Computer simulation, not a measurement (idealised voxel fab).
The process module presented herein is designated voxel double patterning.
Square cell edge 5 nm, section width 230 nm, ID cut.
The cross-sections in this document take the form of a grid made of square cells. They are written out as bands, in order from top to bottom. Each band consists of one or more rows of cells. Heights first: top, then bottom, in nm. Then materials, left to right, each with a width in nm. "all across" on a single material: fills the band edge to edge. "air": empty space. All heights in this document are referenced to 0, defined as the level beneath which the wafer, as received, consists entirely of one material. The lowest band is not bounded below; it extends indefinitely downward and is written in the form "0 and below". Graded width ("30->40"): value in top row of band = first number; value in bottom row = second number; row-to-row change constant. Any step labelled "stayed the same" changed none of the cells in the cross-section. Under "Enclosed cavity list" you'll find the enclosed gaps, the ones with no way out to the top, that are 8 cells or bigger; each reads width x height at distance, with distance counted from the left edge, everything in nm. Step line, after settings: the simulator's comment on this step. For masked steps, "overlay nm" on the step line gives how far right of plan the mask actually lay; a minus sign means it lay to the left.

Process steps - plan:
1) RECEIVE,material Si
2) CONFORMAL_DEP,material SiN,thk nm 5
3) DIRECTIONAL_DEP,material SiO2,thk nm 15
4) DIRECTIONAL_DEP,material SiCN,thk nm 10
5) PATTERN,tone open,mask id FIRST,material resist,width nm 15,pitch nm 50,thk nm 15,overlay nm 0
6) DIRECTIONAL_ETCH,etch materials SiCN,depth nm 10
7) STRIP,etch materials resist
8) PATTERN,tone open,mask id SECOND,material resist,width nm 15,pitch nm 50,thk nm 20,overlay nm 0
9) DIRECTIONAL_ETCH,etch materials SiCN,depth nm 10
10) STRIP,etch materials resist
11) DIRECTIONAL_ETCH,etch materials SiO2,depth nm 15
12) STRIP,etch materials SiCN

As-received state of the wafer in cross-section, equivalent to post-step 1:
> 0 and below  Si all across
> Enclosed cavity list: none

First of two wafers at the end of the module, shown in cross-section; run carried out as planned:
> 20 down to 5  SiO2 55 / air 15 / SiO2 10 / air 15 / SiO2 10 / air 15 / SiO2 10 / air 15 / SiO2 10 / air 15 / SiO2 60
> 5 down to 0  SiN all across
> 0 and below  Si all across
> Enclosed cavity list: none

Wafer two, end of module, cross-section. Same start, same plan as wafer one. One mistake in the run:
> 20 down to 0  SiN all across
> 0 and below  Si all across
> Enclosed cavity list: none
So what did we get wrong on this run? it should be noted that step 3 was executed with settings other than those planned, the operation and settings actually applied being DIRECTIONAL_DEP,material SiN,thk nm 15
FYI, end of process, the second wafer has more or fewer cells of some materials than the first: SiN +138 | SiO2 -93
